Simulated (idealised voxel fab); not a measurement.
process module | voxel wiring stack
cross-section cut | 240 nm wide | cells 5 nm
A cross-section is a grid of square cells, given in bands from the top down. A band is one or more rows of cells.
Each band's line starts with the height of the band's top and of its bottom, in nm. Then come its materials from left to right, each with its width in nm. One material with "throughout" fills the band from edge to edge. "air" is empty space.
Height 0 is the level under which the wafer as received is all one material. The lowest band goes on downwards, as in "0 down".
A width such as "30 to 40" changes by the same amount from each row of cells to the next, from the band's top row to its bottom row.
"no change" after a step means that no cell of the cross-section changed.
closed voids: empty space of 8 cells or more with no open way to the top, each as width x height at its distance from the left edge, in nm
after a step's settings: what the simulator itself notes on the step
overlay nm, on a step with a mask: how far to the right of its planned place the mask lay; to the left if negative
plan
1 op RECEIVE | material Si
2 op CONFORMAL_DEP | material SiO2 | thk nm 10
3 op DIRECTIONAL_DEP | material TiN | thk nm 5
4 op DIRECTIONAL_DEP | material Ru | thk nm 15
5 op DIRECTIONAL_DEP | material aC | thk nm 10
6 op PATTERN | tone cover | mask id METAL_1 | material resist | width nm 20 | pitch nm 50 | thk nm 30 | overlay nm 0
7 op DIRECTIONAL_ETCH | etch materials aC | depth nm 10
8 op STRIP | etch materials resist
9 op DIRECTIONAL_ETCH | etch materials Ru | depth nm 15
10 op DIRECTIONAL_ETCH | etch materials TiN | depth nm 5
11 op STRIP | etch materials aC
12 op CONFORMAL_DEP | material SiN | thk nm 5
13 op FILL_DEP | material SiO2 | thk nm 10
14 op CMP | height nm 30
15 op CONFORMAL_DEP | material SiCN | thk nm 5
16 op DIRECTIONAL_DEP | material lowk | thk nm 10
17 op PATTERN | tone open | mask id PLUG_1 | material resist | width nm 15 | pitch nm 50 | thk nm 15 | overlay nm 0
18 op DIRECTIONAL_ETCH | etch materials lowk | depth nm 10
19 op DIRECTIONAL_ETCH | etch materials SiCN | depth nm 5
20 op STRIP | etch materials resist
21 op EPI | material Ru | thk nm 10
22 op EPI | material Ru | thk nm 5
23 op CONFORMAL_DEP | material SiN | thk nm 5
24 op DIRECTIONAL_DEP | material SiO2 | thk nm 20
25 op PATTERN | tone open | mask id METAL_2 | material resist | width nm 20 | pitch nm 50 | thk nm 15 | overlay nm 0
26 op DIRECTIONAL_ETCH | etch materials SiO2 | depth nm 20
27 op DIRECTIONAL_ETCH | etch materials SiN | depth nm 5
28 op STRIP | etch materials resist
29 op CONFORMAL_DEP | material TiN | thk nm 5
30 op FILL_DEP | material Cu | thk nm 5
31 op CMP | height nm 70
32 op EPI | material Ru | thk nm 5
33 op FILL_DEP | material SiCN | thk nm 5
34 op DIRECTIONAL_DEP | material SiO2 | thk nm 15
35 op MASKED_ETCH | tone open | mask id PLUG_2 | width nm 15 | pitch nm 50 | etch materials SiO2 | depth nm 15 | overlay nm 0
36 op MASKED_ETCH | tone open | mask id PLUG_2 | width nm 15 | pitch nm 50 | etch materials SiCN | depth nm 5 | overlay nm 0
37 op EPI | material Ru | thk nm 10
38 op EPI | material Ru | thk nm 10
39 op DIRECTIONAL_DEP | material TiN | thk nm 5
40 op DIRECTIONAL_DEP | material Ru | thk nm 25
41 op MASKED_ETCH | tone cover | mask id METAL_3 | width nm 20 | pitch nm 50 | etch materials Ru | depth nm 25 | overlay nm -15
42 op MASKED_ETCH | tone cover | mask id METAL_3 | width nm 20 | pitch nm 50 | etch materials TiN | depth nm 5 | overlay nm 0
43 op FILL_DEP | material lowk | thk nm 5
44 op CMP | height nm 125
45 op CONFORMAL_DEP | material SiN | thk nm 5
varied across the wafers: overlay nm of step 41. The plan shows the first wafer's value. All wafers start alike
first wafer as received, after step 1
  0 down: Si throughout
  closed voids: none
first wafer at the end, after step 45
  130 to 125: SiN throughout
  125 to 100: lowk 45 | Ru 20 | lowk 30 | Ru 20 | lowk 30 | Ru 20 | lowk 75
  100 to 95: lowk 45 | TiN 35 | lowk 15 | TiN 35 | lowk 15 | TiN 35 | lowk 60
  95 to 80: SiO2 60 | Ru 15 | SiO2 35 | Ru 15 | SiO2 35 | Ru 15 | SiO2 65
  80 to 70: SiCN 60 to 55 | Ru 15 to 30 | SiCN 35 to 20 | Ru 15 to 30 | SiCN 35 to 20 | Ru 15 to 30 | SiCN 65 to 55
  70 to 50: SiO2 60 | TiN 5 | Cu 10 | TiN 5 | SiO2 30 | TiN 5 | Cu 10 | TiN 5 | SiO2 30 | TiN 5 | Cu 10 | TiN 5 | SiO2 60
  50 to 45: SiN 60 | TiN 20 | SiN 30 | TiN 20 | SiN 30 | TiN 20 | SiN 60
  45 to 35: lowk 60 | Ru 15 | lowk 35 | Ru 15 | lowk 35 | Ru 15 | lowk 65
  35 to 30: SiCN 60 | Ru 15 | SiCN 35 | Ru 15 | SiCN 35 | Ru 15 | SiCN 65
  30 to 15: SiO2 55 | SiN 5 | Ru 20 | SiN 5 | SiO2 20 | SiN 5 | Ru 20 | SiN 5 | SiO2 20 | SiN 5 | Ru 20 | SiN 5 | SiO2 55
  15 to 10: SiN 60 | TiN 20 | SiN 30 | TiN 20 | SiN 30 | TiN 20 | SiN 60
  10 to 0: SiO2 throughout
  0 down: Si throughout
  closed voids: none
last wafer at the end
  130 to 125: SiN throughout
  125 to 100: lowk 75 | Ru 20 | lowk 30 | Ru 20 | lowk 30 | Ru 20 | lowk 45
  100 to 95: lowk 60 | TiN 35 | lowk 15 | TiN 35 | lowk 15 | TiN 35 | lowk 45
  95 to 80: SiO2 60 | Ru 15 | SiO2 35 | Ru 15 | SiO2 35 | Ru 15 | SiO2 65
  80 to 70: SiCN 60 to 55 | Ru 15 to 30 | SiCN 35 to 20 | Ru 15 to 30 | SiCN 35 to 20 | Ru 15 to 30 | SiCN 65 to 55
  70 to 50: SiO2 60 | TiN 5 | Cu 10 | TiN 5 | SiO2 30 | TiN 5 | Cu 10 | TiN 5 | SiO2 30 | TiN 5 | Cu 10 | TiN 5 | SiO2 60
  50 to 45: SiN 60 | TiN 20 | SiN 30 | TiN 20 | SiN 30 | TiN 20 | SiN 60
  45 to 35: lowk 60 | Ru 15 | lowk 35 | Ru 15 | lowk 35 | Ru 15 | lowk 65
  35 to 30: SiCN 60 | Ru 15 | SiCN 35 | Ru 15 | SiCN 35 | Ru 15 | SiCN 65
  30 to 15: SiO2 55 | SiN 5 | Ru 20 | SiN 5 | SiO2 20 | SiN 5 | Ru 20 | SiN 5 | SiO2 20 | SiN 5 | Ru 20 | SiN 5 | SiO2 55
  15 to 10: SiN 60 | TiN 20 | SiN 30 | TiN 20 | SiN 30 | TiN 20 | SiN 60
  10 to 0: SiO2 throughout
  0 down: Si throughout
  closed voids: none
each wafer at the end: cells of each material gained (+) or lost (-) since it was received, then its closed voids
overlay nm -15 | +24 Cu | +177 Ru | +108 SiCN | +138 SiN | +447 SiO2 | +69 TiN | +285 lowk | closed voids: none
overlay nm -10 | +24 Cu | +177 Ru | +108 SiCN | +138 SiN | +447 SiO2 | +66 TiN | +288 lowk | closed voids: none
overlay nm -5 | +24 Cu | +177 Ru | +108 SiCN | +138 SiN | +447 SiO2 | +63 TiN | +291 lowk | closed voids: none
overlay nm 0 | +24 Cu | +177 Ru | +108 SiCN | +138 SiN | +447 SiO2 | +60 TiN | +294 lowk | closed voids: none
overlay nm 5 | +24 Cu | +177 Ru | +108 SiCN | +138 SiN | +447 SiO2 | +63 TiN | +291 lowk | closed voids: none
overlay nm 10 | +24 Cu | +177 Ru | +108 SiCN | +138 SiN | +447 SiO2 | +66 TiN | +288 lowk | closed voids: none
overlay nm 15 | +24 Cu | +177 Ru | +108 SiCN | +138 SiN | +447 SiO2 | +69 TiN | +285 lowk | closed voids: none
